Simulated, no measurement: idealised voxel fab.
Process module, titled voxel wiring stack
cross-section cut | 240 nm wide | cells 5 nm
Format of a cross-section: grid, square cells. Given as bands. Order: top down. Band: one or more rows of cells. Look at the band entry: it leads with the top's height and the bottom's height in nm. Then it lists the materials left to right, with a width in nm for each. The word "all across" on a single material says that material fills the band edge to edge. The word "empty" is empty space. Heights are measured from 0, the level below which the as-received wafer is all one material; the lowest band has no bottom and continues downward, written as in "0 -> down". The notation "30->40" denotes a width that varies across the rows of cells in the band, beginning at the first number in the top row, finishing at the second number in the bottom row, and changing by an identical amount from each row to the next. "left unchanged", as given for a step, is the statement that not any cell of the cross-section underwent a change during that step. Heads up: "Enclosed void entries" only lists the empty pockets with no open path to the top that are 8 cells or more, and it writes them as width x height at distance, distance from the left edge, in nm. What comes after the settings on a step's line is commentary from the simulator itself on that step. Regarding "overlay nm": on a step with a mask, it is the distance the mask lay to the right of its planned place; a negative value places it to the left.

[Steps in the process plan]
1,RECEIVE [material Si]
2,CONFORMAL_DEP [material SiO2] [thk nm 15]
3,CONFORMAL_DEP [material SiN] [thk nm 5]
4,DIRECTIONAL_DEP [material lowk] [thk nm 20]
5,PATTERN [tone open] [mask id METAL_1] [material resist] [width nm 30] [pitch nm 45] [thk nm 15] [overlay nm 0]
6,DIRECTIONAL_ETCH [etch materials lowk] [depth nm 20]
7,DIRECTIONAL_ETCH [etch materials SiN] [depth nm 5]
8,STRIP [etch materials resist]
9,CONFORMAL_DEP [material TiN] [thk nm 5]
10,FILL_DEP [material Cu] [thk nm 5]
11,CMP [height nm 40]
12,CONFORMAL_DEP [material SiCN] [thk nm 5]
13,DIRECTIONAL_DEP [material lowk] [thk nm 20]
14,MASKED_ETCH [tone open] [mask id PLUG_1] [width nm 15] [pitch nm 45] [etch materials lowk] [depth nm 20] [overlay nm 0]
15,MASKED_ETCH [tone open] [mask id PLUG_1] [width nm 15] [pitch nm 45] [etch materials SiCN] [depth nm 5] [overlay nm 0]
16,CONFORMAL_DEP [material TiN] [thk nm 5]
17,FILL_DEP [material Cu] [thk nm 5]
18,CMP [height nm 65]
19,CONFORMAL_DEP [material SiCN] [thk nm 5]
20,DIRECTIONAL_DEP [material lowk] [thk nm 20]
21,DIRECTIONAL_DEP [material aC] [thk nm 15]
22,PATTERN [tone open] [mask id METAL_2] [material resist] [width nm 30] [pitch nm 45] [thk nm 35] [overlay nm 0]
23,DIRECTIONAL_ETCH [etch materials aC] [depth nm 15]
24,STRIP [etch materials resist]
25,DIRECTIONAL_ETCH [etch materials lowk] [depth nm 20]
26,DIRECTIONAL_ETCH [etch materials SiCN] [depth nm 5]
27,STRIP [etch materials aC]
28,CONFORMAL_DEP [material TiN] [thk nm 5]
29,FILL_DEP [material W] [thk nm 5]
30,CMP [height nm 90]
31,EPI [material Ru] [thk nm 5]
32,FILL_DEP [material SiCN] [thk nm 5]
33,DIRECTIONAL_DEP [material lowk] [thk nm 35]
34,PATTERN [tone open] [mask id METAL_3] [material resist] [width nm 30] [pitch nm 45] [thk nm 20] [overlay nm 0]
35,DIRECTIONAL_ETCH [etch materials lowk] [depth nm 20]
36,STRIP [etch materials resist]
37,MASKED_ETCH [tone open] [mask id METAL_3_HOLES] [width nm 15] [pitch nm 45] [etch materials lowk] [depth nm 15] [overlay nm 0]
38,MASKED_ETCH [tone open] [mask id METAL_3_HOLES] [width nm 15] [pitch nm 45] [etch materials SiCN] [depth nm 5] [overlay nm 0]
39,CONFORMAL_DEP [material TiN] [thk nm 5]
40,FILL_DEP [material Cu] [thk nm 5]
41,CMP [height nm 135]
42,CONFORMAL_DEP [material SiCN] [thk nm 5]

[The first of a set of two wafers, run to plan]

[Cross-section, incoming material, after step 1]
* 0 -> down  Si all across
* Enclosed void entries: none

[Presented here is a cross-section of the wafer after step 2 has been performed]
* 15 -> 0  SiO2 all across
* All layers under 0 are left as they were.

[Presented here is a cross-section of the wafer after step 3 has been performed]
* 20 -> 15  SiN all across
* All layers under 15 are left as they were.

[Presented here is a cross-section of the wafer after step 4 has been performed]
* 40 -> 20  lowk all across
* All layers under 20 are left as they were.

[Presented here is a cross-section of the wafer after step 5 has been performed]
* 55 -> 40  resist 35; empty 30; resist 15; empty 30; resist 15; empty 30; resist 15; empty 30; resist 40
* All layers under 40 are left as they were.

[Presented here is a cross-section of the wafer after step 6 has been performed]
* 55 -> 40  resist 35; empty 30; resist 15; empty 30; resist 15; empty 30; resist 15; empty 30; resist 40
* 40 -> 20  lowk 35; empty 30; lowk 15; empty 30; lowk 15; empty 30; lowk 15; empty 30; lowk 40
* All layers under 20 are left as they were.

[Presented here is a cross-section of the wafer after step 7 has been performed]
* 55 -> 40  resist 35; empty 30; resist 15; empty 30; resist 15; empty 30; resist 15; empty 30; resist 40
* 40 -> 20  lowk 35; empty 30; lowk 15; empty 30; lowk 15; empty 30; lowk 15; empty 30; lowk 40
* 20 -> 15  SiN 35; empty 30; SiN 15; empty 30; SiN 15; empty 30; SiN 15; empty 30; SiN 40
* All layers under 15 are left as they were.

[Presented here is a cross-section of the wafer after step 8 has been performed]
* 40 -> 20  lowk 35; empty 30; lowk 15; empty 30; lowk 15; empty 30; lowk 15; empty 30; lowk 40
* All layers under 20 are left as they were.

[Presented here is a cross-section of the wafer after step 9 has been performed]
* 45 -> 40  TiN 40; empty 20; TiN 25; empty 20; TiN 25; empty 20; TiN 25; empty 20; TiN 45
* 40 -> 20  lowk 35; TiN 5; empty 20; TiN 5; lowk 15; TiN 5; empty 20; TiN 5; lowk 15; TiN 5; empty 20; TiN 5; lowk 15; TiN 5; empty 20; TiN 5; lowk 40
* 20 -> 15  SiN 35; TiN 30; SiN 15; TiN 30; SiN 15; TiN 30; SiN 15; TiN 30; SiN 40
* All layers under 15 are left as they were.

[Presented here is a cross-section of the wafer after step 10 has been performed]
* 50 -> 45  Cu all across
* 45 -> 40  TiN 40; Cu 20; TiN 25; Cu 20; TiN 25; Cu 20; TiN 25; Cu 20; TiN 45
* 40 -> 20  lowk 35; TiN 5; Cu 20; TiN 5; lowk 15; TiN 5; Cu 20; TiN 5; lowk 15; TiN 5; Cu 20; TiN 5; lowk 15; TiN 5; Cu 20; TiN 5; lowk 40
* All layers under 20 are left as they were.

[Presented here is a cross-section of the wafer after step 11 has been performed]
* 40 -> 20  lowk 35; TiN 5; Cu 20; TiN 5; lowk 15; TiN 5; Cu 20; TiN 5; lowk 15; TiN 5; Cu 20; TiN 5; lowk 15; TiN 5; Cu 20; TiN 5; lowk 40
* All layers under 20 are left as they were.

[Presented here is a cross-section of the wafer after step 12 has been performed]
* 45 -> 40  SiCN all across
* All layers under 40 are left as they were.

[Presented here is a cross-section of the wafer after step 13 has been performed]
* 65 -> 45  lowk all across
* All layers under 45 are left as they were.

[Presented here is a cross-section of the wafer after step 14 has been performed]
* 65 -> 45  lowk 35; empty 15; lowk 30; empty 15; lowk 30; empty 15; lowk 30; empty 15; lowk 55
* All layers under 45 are left as they were.

[Presented here is a cross-section of the wafer after step 15 has been performed]
* 65 -> 45  lowk 35; empty 15; lowk 30; empty 15; lowk 30; empty 15; lowk 30; empty 15; lowk 55
* 45 -> 40  SiCN 35; empty 15; SiCN 30; empty 15; SiCN 30; empty 15; SiCN 30; empty 15; SiCN 55
* All layers under 40 are left as they were.

[Presented here is a cross-section of the wafer after step 16 has been performed]
* 70 -> 65  TiN 40; empty 5; TiN 40; empty 5; TiN 40; empty 5; TiN 40; empty 5; TiN 60
* 65 -> 45  lowk 35; TiN 5; empty 5; TiN 5; lowk 30; TiN 5; empty 5; TiN 5; lowk 30; TiN 5; empty 5; TiN 5; lowk 30; TiN 5; empty 5; TiN 5; lowk 55
* 45 -> 40  SiCN 35; TiN 15; SiCN 30; TiN 15; SiCN 30; TiN 15; SiCN 30; TiN 15; SiCN 55
* All layers under 40 are left as they were.

[Presented here is a cross-section of the wafer after step 17 has been performed]
* 75 -> 70  Cu all across
* 70 -> 65  TiN 40; Cu 5; TiN 40; Cu 5; TiN 40; Cu 5; TiN 40; Cu 5; TiN 60
* 65 -> 45  lowk 35; TiN 5; Cu 5; TiN 5; lowk 30; TiN 5; Cu 5; TiN 5; lowk 30; TiN 5; Cu 5; TiN 5; lowk 30; TiN 5; Cu 5; TiN 5; lowk 55
* All layers under 45 are left as they were.

[Presented here is a cross-section of the wafer after step 18 has been performed]
* 65 -> 45  lowk 35; TiN 5; Cu 5; TiN 5; lowk 30; TiN 5; Cu 5; TiN 5; lowk 30; TiN 5; Cu 5; TiN 5; lowk 30; TiN 5; Cu 5; TiN 5; lowk 55
* All layers under 45 are left as they were.

[Presented here is a cross-section of the wafer after step 19 has been performed]
* 70 -> 65  SiCN all across
* All layers under 65 are left as they were.

[Presented here is a cross-section of the wafer after step 20 has been performed]
* 90 -> 70  lowk all across
* All layers under 70 are left as they were.

[Presented here is a cross-section of the wafer after step 21 has been performed]
* 105 -> 90  aC all across
* All layers under 90 are left as they were.

[Presented here is a cross-section of the wafer after step 22 has been performed]
* 140 -> 105  resist 35; empty 30; resist 15; empty 30; resist 15; empty 30; resist 15; empty 30; resist 40
* All layers under 105 are left as they were.

[Presented here is a cross-section of the wafer after step 23 has been performed]
* 125 -> 105  resist 35; empty 30; resist 15; empty 30; resist 15; empty 30; resist 15; empty 30; resist 40
* 105 -> 90  aC 35; empty 30; aC 15; empty 30; aC 15; empty 30; aC 15; empty 30; aC 40
* All layers under 90 are left as they were.

[Presented here is a cross-section of the wafer after step 24 has been performed]
* 105 -> 90  aC 35; empty 30; aC 15; empty 30; aC 15; empty 30; aC 15; empty 30; aC 40
* All layers under 90 are left as they were.

[Presented here is a cross-section of the wafer after step 25 has been performed]
* 105 -> 90  aC 35; empty 30; aC 15; empty 30; aC 15; empty 30; aC 15; empty 30; aC 40
* 90 -> 70  lowk 35; empty 30; lowk 15; empty 30; lowk 15; empty 30; lowk 15; empty 30; lowk 40
* All layers under 70 are left as they were.

[Presented here is a cross-section of the wafer after step 26 has been performed]
* 105 -> 90  aC 35; empty 30; aC 15; empty 30; aC 15; empty 30; aC 15; empty 30; aC 40
* 90 -> 70  lowk 35; empty 30; lowk 15; empty 30; lowk 15; empty 30; lowk 15; empty 30; lowk 40
* 70 -> 65  SiCN 35; empty 30; SiCN 15; empty 30; SiCN 15; empty 30; SiCN 15; empty 30; SiCN 40
* All layers under 65 are left as they were.

[Presented here is a cross-section of the wafer after step 27 has been performed]
* 90 -> 70  lowk 35; empty 30; lowk 15; empty 30; lowk 15; empty 30; lowk 15; empty 30; lowk 40
* All layers under 70 are left as they were.

[Presented here is a cross-section of the wafer after step 28 has been performed]
* 95 -> 90  TiN 40; empty 20; TiN 25; empty 20; TiN 25; empty 20; TiN 25; empty 20; TiN 45
* 90 -> 70  lowk 35; TiN 5; empty 20; TiN 5; lowk 15; TiN 5; empty 20; TiN 5; lowk 15; TiN 5; empty 20; TiN 5; lowk 15; TiN 5; empty 20; TiN 5; lowk 40
* 70 -> 65  SiCN 35; TiN 30; SiCN 15; TiN 30; SiCN 15; TiN 30; SiCN 15; TiN 30; SiCN 40
* All layers under 65 are left as they were.

[Presented here is a cross-section of the wafer after step 29 has been performed]
* 100 -> 95  W all across
* 95 -> 90  TiN 40; W 20; TiN 25; W 20; TiN 25; W 20; TiN 25; W 20; TiN 45
* 90 -> 70  lowk 35; TiN 5; W 20; TiN 5; lowk 15; TiN 5; W 20; TiN 5; lowk 15; TiN 5; W 20; TiN 5; lowk 15; TiN 5; W 20; TiN 5; lowk 40
* All layers under 70 are left as they were.

[Presented here is a cross-section of the wafer after step 30 has been performed]
* 90 -> 70  lowk 35; TiN 5; W 20; TiN 5; lowk 15; TiN 5; W 20; TiN 5; lowk 15; TiN 5; W 20; TiN 5; lowk 15; TiN 5; W 20; TiN 5; lowk 40
* All layers under 70 are left as they were.

[Presented here is a cross-section of the wafer after step 31 has been performed]
* 95 -> 90  empty 30; Ru 40; empty 5; Ru 40; empty 5; Ru 40; empty 5; Ru 40; empty 35
* All layers under 90 are left as they were.

[Presented here is a cross-section of the wafer after step 32 has been performed]
* 100 -> 95  SiCN all across
* 95 -> 90  SiCN 30; Ru 40; SiCN 5; Ru 40; SiCN 5; Ru 40; SiCN 5; Ru 40; SiCN 35
* All layers under 90 are left as they were.

[Presented here is a cross-section of the wafer after step 33 has been performed]
* 135 -> 100  lowk all across
* All layers under 100 are left as they were.

[Presented here is a cross-section of the wafer after step 34 has been performed]
* 155 -> 135  resist 35; empty 30; resist 15; empty 30; resist 15; empty 30; resist 15; empty 30; resist 40
* All layers under 135 are left as they were.

[Presented here is a cross-section of the wafer after step 35 has been performed]
* 155 -> 135  resist 35; empty 30; resist 15; empty 30; resist 15; empty 30; resist 15; empty 30; resist 40
* 135 -> 115  lowk 35; empty 30; lowk 15; empty 30; lowk 15; empty 30; lowk 15; empty 30; lowk 40
* All layers under 115 are left as they were.

[Presented here is a cross-section of the wafer after step 36 has been performed]
* 135 -> 115  lowk 35; empty 30; lowk 15; empty 30; lowk 15; empty 30; lowk 15; empty 30; lowk 40
* All layers under 115 are left as they were.

[Presented here is a cross-section of the wafer after step 37 has been performed]
* 135 -> 115  lowk 35; empty 30; lowk 15; empty 30; lowk 15; empty 30; lowk 15; empty 30; lowk 40
* 115 -> 100  lowk 35; empty 15; lowk 30; empty 15; lowk 30; empty 15; lowk 30; empty 15; lowk 55
* All layers under 100 are left as they were.

[Presented here is a cross-section of the wafer after step 38 has been performed]
* 135 -> 115  lowk 35; empty 30; lowk 15; empty 30; lowk 15; empty 30; lowk 15; empty 30; lowk 40
* 115 -> 100  lowk 35; empty 15; lowk 30; empty 15; lowk 30; empty 15; lowk 30; empty 15; lowk 55
* 100 -> 95  SiCN 35; empty 15; SiCN 30; empty 15; SiCN 30; empty 15; SiCN 30; empty 15; SiCN 55
* All layers under 95 are left as they were.

[Presented here is a cross-section of the wafer after step 39 has been performed]
* 140 -> 135  TiN 40; empty 20; TiN 25; empty 20; TiN 25; empty 20; TiN 25; empty 20; TiN 45
* 135 -> 120  lowk 35; TiN 5; empty 20; TiN 5; lowk 15; TiN 5; empty 20; TiN 5; lowk 15; TiN 5; empty 20; TiN 5; lowk 15; TiN 5; empty 20; TiN 5; lowk 40
* 120 -> 115  lowk 35; TiN 5; empty 5; TiN 20; lowk 15; TiN 5; empty 5; TiN 20; lowk 15; TiN 5; empty 5; TiN 20; lowk 15; TiN 5; empty 5; TiN 20; lowk 40
* 115 -> 100  lowk 35; TiN 5; empty 5; TiN 5; lowk 30; TiN 5; empty 5; TiN 5; lowk 30; TiN 5; empty 5; TiN 5; lowk 30; TiN 5; empty 5; TiN 5; lowk 55
* 100 -> 95  SiCN 35; TiN 15; SiCN 30; TiN 15; SiCN 30; TiN 15; SiCN 30; TiN 15; SiCN 55
* All layers under 95 are left as they were.

[Presented here is a cross-section of the wafer after step 40 has been performed]
* 145 -> 140  Cu all across
* 140 -> 135  TiN 40; Cu 20; TiN 25; Cu 20; TiN 25; Cu 20; TiN 25; Cu 20; TiN 45
* 135 -> 120  lowk 35; TiN 5; Cu 20; TiN 5; lowk 15; TiN 5; Cu 20; TiN 5; lowk 15; TiN 5; Cu 20; TiN 5; lowk 15; TiN 5; Cu 20; TiN 5; lowk 40
* 120 -> 115  lowk 35; TiN 5; Cu 5; TiN 20; lowk 15; TiN 5; Cu 5; TiN 20; lowk 15; TiN 5; Cu 5; TiN 20; lowk 15; TiN 5; Cu 5; TiN 20; lowk 40
* 115 -> 100  lowk 35; TiN 5; Cu 5; TiN 5; lowk 30; TiN 5; Cu 5; TiN 5; lowk 30; TiN 5; Cu 5; TiN 5; lowk 30; TiN 5; Cu 5; TiN 5; lowk 55
* All layers under 100 are left as they were.

[Presented here is a cross-section of the wafer after step 41 has been performed]
* 135 -> 120  lowk 35; TiN 5; Cu 20; TiN 5; lowk 15; TiN 5; Cu 20; TiN 5; lowk 15; TiN 5; Cu 20; TiN 5; lowk 15; TiN 5; Cu 20; TiN 5; lowk 40
* All layers under 120 are left as they were.

[Presented here is a cross-section of the wafer after step 42 has been performed]
* 140 -> 135  SiCN all across
* All layers under 135 are left as they were.

[The second wafer was prepared from the same starting point and under the same plan as the first; its processing contained one mistake, and it remains indistinguishable from the first wafer up to and including step 1]

[Planned end of step 2: second wafer, cross-section]
* 5 -> 0  SiN all across
* All layers under 0 are left as they were.

[Planned end of step 3: second wafer, cross-section]
* 20 -> 5  SiO2 all across
* All layers under 5 are left as they were.

[Planned end of step 4: second wafer, cross-section]
* 40 -> 20  lowk all across
* All layers under 20 are left as they were.

[Planned end of step 5: second wafer, cross-section]
* 55 -> 40  resist 35; empty 30; resist 15; empty 30; resist 15; empty 30; resist 15; empty 30; resist 40
* All layers under 40 are left as they were.

[Planned end of step 6: second wafer, cross-section]
* 55 -> 40  resist 35; empty 30; resist 15; empty 30; resist 15; empty 30; resist 15; empty 30; resist 40
* 40 -> 20  lowk 35; empty 30; lowk 15; empty 30; lowk 15; empty 30; lowk 15; empty 30; lowk 40
* All layers under 20 are left as they were.

Planned end of step 7: second wafer, cross-section: left unchanged

[Planned end of step 8: second wafer, cross-section]
* 40 -> 20  lowk 35; empty 30; lowk 15; empty 30; lowk 15; empty 30; lowk 15; empty 30; lowk 40
* All layers under 20 are left as they were.

[Planned end of step 9: second wafer, cross-section]
* 45 -> 40  TiN 40; empty 20; TiN 25; empty 20; TiN 25; empty 20; TiN 25; empty 20; TiN 45
* 40 -> 25  lowk 35; TiN 5; empty 20; TiN 5; lowk 15; TiN 5; empty 20; TiN 5; lowk 15; TiN 5; empty 20; TiN 5; lowk 15; TiN 5; empty 20; TiN 5; lowk 40
* 25 -> 20  lowk 35; TiN 30; lowk 15; TiN 30; lowk 15; TiN 30; lowk 15; TiN 30; lowk 40
* All layers under 20 are left as they were.

[Planned end of step 10: second wafer, cross-section]
* 50 -> 45  Cu all across
* 45 -> 40  TiN 40; Cu 20; TiN 25; Cu 20; TiN 25; Cu 20; TiN 25; Cu 20; TiN 45
* 40 -> 25  lowk 35; TiN 5; Cu 20; TiN 5; lowk 15; TiN 5; Cu 20; TiN 5; lowk 15; TiN 5; Cu 20; TiN 5; lowk 15; TiN 5; Cu 20; TiN 5; lowk 40
* All layers under 25 are left as they were.

[Planned end of step 11: second wafer, cross-section]
* 40 -> 25  lowk 35; TiN 5; Cu 20; TiN 5; lowk 15; TiN 5; Cu 20; TiN 5; lowk 15; TiN 5; Cu 20; TiN 5; lowk 15; TiN 5; Cu 20; TiN 5; lowk 40
* All layers under 25 are left as they were.

[Planned end of step 12: second wafer, cross-section]
* 45 -> 40  SiCN all across
* All layers under 40 are left as they were.

[Planned end of step 13: second wafer, cross-section]
* 65 -> 45  lowk all across
* All layers under 45 are left as they were.

[Planned end of step 14: second wafer, cross-section]
* 65 -> 45  lowk 35; empty 15; lowk 30; empty 15; lowk 30; empty 15; lowk 30; empty 15; lowk 55
* All layers under 45 are left as they were.

[Planned end of step 15: second wafer, cross-section]
* 65 -> 45  lowk 35; empty 15; lowk 30; empty 15; lowk 30; empty 15; lowk 30; empty 15; lowk 55
* 45 -> 40  SiCN 35; empty 15; SiCN 30; empty 15; SiCN 30; empty 15; SiCN 30; empty 15; SiCN 55
* All layers under 40 are left as they were.

[Planned end of step 16: second wafer, cross-section]
* 70 -> 65  TiN 40; empty 5; TiN 40; empty 5; TiN 40; empty 5; TiN 40; empty 5; TiN 60
* 65 -> 45  lowk 35; TiN 5; empty 5; TiN 5; lowk 30; TiN 5; empty 5; TiN 5; lowk 30; TiN 5; empty 5; TiN 5; lowk 30; TiN 5; empty 5; TiN 5; lowk 55
* 45 -> 40  SiCN 35; TiN 15; SiCN 30; TiN 15; SiCN 30; TiN 15; SiCN 30; TiN 15; SiCN 55
* All layers under 40 are left as they were.

[Planned end of step 17: second wafer, cross-section]
* 75 -> 70  Cu all across
* 70 -> 65  TiN 40; Cu 5; TiN 40; Cu 5; TiN 40; Cu 5; TiN 40; Cu 5; TiN 60
* 65 -> 45  lowk 35; TiN 5; Cu 5; TiN 5; lowk 30; TiN 5; Cu 5; TiN 5; lowk 30; TiN 5; Cu 5; TiN 5; lowk 30; TiN 5; Cu 5; TiN 5; lowk 55
* All layers under 45 are left as they were.

[Planned end of step 18: second wafer, cross-section]
* 65 -> 45  lowk 35; TiN 5; Cu 5; TiN 5; lowk 30; TiN 5; Cu 5; TiN 5; lowk 30; TiN 5; Cu 5; TiN 5; lowk 30; TiN 5; Cu 5; TiN 5; lowk 55
* All layers under 45 are left as they were.

[Planned end of step 19: second wafer, cross-section]
* 70 -> 65  SiCN all across
* All layers under 65 are left as they were.

[Planned end of step 20: second wafer, cross-section]
* 90 -> 70  lowk all across
* All layers under 70 are left as they were.

[Planned end of step 21: second wafer, cross-section]
* 105 -> 90  aC all across
* All layers under 90 are left as they were.

[Planned end of step 22: second wafer, cross-section]
* 140 -> 105  resist 35; empty 30; resist 15; empty 30; resist 15; empty 30; resist 15; empty 30; resist 40
* All layers under 105 are left as they were.

[Planned end of step 23: second wafer, cross-section]
* 125 -> 105  resist 35; empty 30; resist 15; empty 30; resist 15; empty 30; resist 15; empty 30; resist 40
* 105 -> 90  aC 35; empty 30; aC 15; empty 30; aC 15; empty 30; aC 15; empty 30; aC 40
* All layers under 90 are left as they were.

[Planned end of step 24: second wafer, cross-section]
* 105 -> 90  aC 35; empty 30; aC 15; empty 30; aC 15; empty 30; aC 15; empty 30; aC 40
* All layers under 90 are left as they were.

[Planned end of step 25: second wafer, cross-section]
* 105 -> 90  aC 35; empty 30; aC 15; empty 30; aC 15; empty 30; aC 15; empty 30; aC 40
* 90 -> 70  lowk 35; empty 30; lowk 15; empty 30; lowk 15; empty 30; lowk 15; empty 30; lowk 40
* All layers under 70 are left as they were.

[Planned end of step 26: second wafer, cross-section]
* 105 -> 90  aC 35; empty 30; aC 15; empty 30; aC 15; empty 30; aC 15; empty 30; aC 40
* 90 -> 70  lowk 35; empty 30; lowk 15; empty 30; lowk 15; empty 30; lowk 15; empty 30; lowk 40
* 70 -> 65  SiCN 35; empty 30; SiCN 15; empty 30; SiCN 15; empty 30; SiCN 15; empty 30; SiCN 40
* All layers under 65 are left as they were.

[Planned end of step 27: second wafer, cross-section]
* 90 -> 70  lowk 35; empty 30; lowk 15; empty 30; lowk 15; empty 30; lowk 15; empty 30; lowk 40
* All layers under 70 are left as they were.

[Planned end of step 28: second wafer, cross-section]
* 95 -> 90  TiN 40; empty 20; TiN 25; empty 20; TiN 25; empty 20; TiN 25; empty 20; TiN 45
* 90 -> 70  lowk 35; TiN 5; empty 20; TiN 5; lowk 15; TiN 5; empty 20; TiN 5; lowk 15; TiN 5; empty 20; TiN 5; lowk 15; TiN 5; empty 20; TiN 5; lowk 40
* 70 -> 65  SiCN 35; TiN 30; SiCN 15; TiN 30; SiCN 15; TiN 30; SiCN 15; TiN 30; SiCN 40
* All layers under 65 are left as they were.

[Planned end of step 29: second wafer, cross-section]
* 100 -> 95  W all across
* 95 -> 90  TiN 40; W 20; TiN 25; W 20; TiN 25; W 20; TiN 25; W 20; TiN 45
* 90 -> 70  lowk 35; TiN 5; W 20; TiN 5; lowk 15; TiN 5; W 20; TiN 5; lowk 15; TiN 5; W 20; TiN 5; lowk 15; TiN 5; W 20; TiN 5; lowk 40
* All layers under 70 are left as they were.

[Planned end of step 30: second wafer, cross-section]
* 90 -> 70  lowk 35; TiN 5; W 20; TiN 5; lowk 15; TiN 5; W 20; TiN 5; lowk 15; TiN 5; W 20; TiN 5; lowk 15; TiN 5; W 20; TiN 5; lowk 40
* All layers under 70 are left as they were.

[Planned end of step 31: second wafer, cross-section]
* 95 -> 90  empty 30; Ru 40; empty 5; Ru 40; empty 5; Ru 40; empty 5; Ru 40; empty 35
* All layers under 90 are left as they were.

[Planned end of step 32: second wafer, cross-section]
* 100 -> 95  SiCN all across
* 95 -> 90  SiCN 30; Ru 40; SiCN 5; Ru 40; SiCN 5; Ru 40; SiCN 5; Ru 40; SiCN 35
* All layers under 90 are left as they were.

[Planned end of step 33: second wafer, cross-section]
* 135 -> 100  lowk all across
* All layers under 100 are left as they were.

[Planned end of step 34: second wafer, cross-section]
* 155 -> 135  resist 35; empty 30; resist 15; empty 30; resist 15; empty 30; resist 15; empty 30; resist 40
* All layers under 135 are left as they were.

[Planned end of step 35: second wafer, cross-section]
* 155 -> 135  resist 35; empty 30; resist 15; empty 30; resist 15; empty 30; resist 15; empty 30; resist 40
* 135 -> 115  lowk 35; empty 30; lowk 15; empty 30; lowk 15; empty 30; lowk 15; empty 30; lowk 40
* All layers under 115 are left as they were.

[Planned end of step 36: second wafer, cross-section]
* 135 -> 115  lowk 35; empty 30; lowk 15; empty 30; lowk 15; empty 30; lowk 15; empty 30; lowk 40
* All layers under 115 are left as they were.

[Planned end of step 37: second wafer, cross-section]
* 135 -> 115  lowk 35; empty 30; lowk 15; empty 30; lowk 15; empty 30; lowk 15; empty 30; lowk 40
* 115 -> 100  lowk 35; empty 15; lowk 30; empty 15; lowk 30; empty 15; lowk 30; empty 15; lowk 55
* All layers under 100 are left as they were.

[Planned end of step 38: second wafer, cross-section]
* 135 -> 115  lowk 35; empty 30; lowk 15; empty 30; lowk 15; empty 30; lowk 15; empty 30; lowk 40
* 115 -> 100  lowk 35; empty 15; lowk 30; empty 15; lowk 30; empty 15; lowk 30; empty 15; lowk 55
* 100 -> 95  SiCN 35; empty 15; SiCN 30; empty 15; SiCN 30; empty 15; SiCN 30; empty 15; SiCN 55
* All layers under 95 are left as they were.

[Planned end of step 39: second wafer, cross-section]
* 140 -> 135  TiN 40; empty 20; TiN 25; empty 20; TiN 25; empty 20; TiN 25; empty 20; TiN 45
* 135 -> 120  lowk 35; TiN 5; empty 20; TiN 5; lowk 15; TiN 5; empty 20; TiN 5; lowk 15; TiN 5; empty 20; TiN 5; lowk 15; TiN 5; empty 20; TiN 5; lowk 40
* 120 -> 115  lowk 35; TiN 5; empty 5; TiN 20; lowk 15; TiN 5; empty 5; TiN 20; lowk 15; TiN 5; empty 5; TiN 20; lowk 15; TiN 5; empty 5; TiN 20; lowk 40
* 115 -> 100  lowk 35; TiN 5; empty 5; TiN 5; lowk 30; TiN 5; empty 5; TiN 5; lowk 30; TiN 5; empty 5; TiN 5; lowk 30; TiN 5; empty 5; TiN 5; lowk 55
* 100 -> 95  SiCN 35; TiN 15; SiCN 30; TiN 15; SiCN 30; TiN 15; SiCN 30; TiN 15; SiCN 55
* All layers under 95 are left as they were.

[Planned end of step 40: second wafer, cross-section]
* 145 -> 140  Cu all across
* 140 -> 135  TiN 40; Cu 20; TiN 25; Cu 20; TiN 25; Cu 20; TiN 25; Cu 20; TiN 45
* 135 -> 120  lowk 35; TiN 5; Cu 20; TiN 5; lowk 15; TiN 5; Cu 20; TiN 5; lowk 15; TiN 5; Cu 20; TiN 5; lowk 15; TiN 5; Cu 20; TiN 5; lowk 40
* 120 -> 115  lowk 35; TiN 5; Cu 5; TiN 20; lowk 15; TiN 5; Cu 5; TiN 20; lowk 15; TiN 5; Cu 5; TiN 20; lowk 15; TiN 5; Cu 5; TiN 20; lowk 40
* 115 -> 100  lowk 35; TiN 5; Cu 5; TiN 5; lowk 30; TiN 5; Cu 5; TiN 5; lowk 30; TiN 5; Cu 5; TiN 5; lowk 30; TiN 5; Cu 5; TiN 5; lowk 55
* All layers under 100 are left as they were.

[Planned end of step 41: second wafer, cross-section]
* 135 -> 120  lowk 35; TiN 5; Cu 20; TiN 5; lowk 15; TiN 5; Cu 20; TiN 5; lowk 15; TiN 5; Cu 20; TiN 5; lowk 15; TiN 5; Cu 20; TiN 5; lowk 40
* All layers under 120 are left as they were.

[Planned end of step 42: second wafer, cross-section]
* 140 -> 135  SiCN all across
* All layers under 135 are left as they were.
Short version of what went wrong: a sequencing error occurred in which plan steps 2 and 3 were transposed
Looking at both finished wafers in cells, the second ends up ahead of or behind the first on some materials: 16 fewer of Cu, 24 more of SiN, 8 fewer of TiN
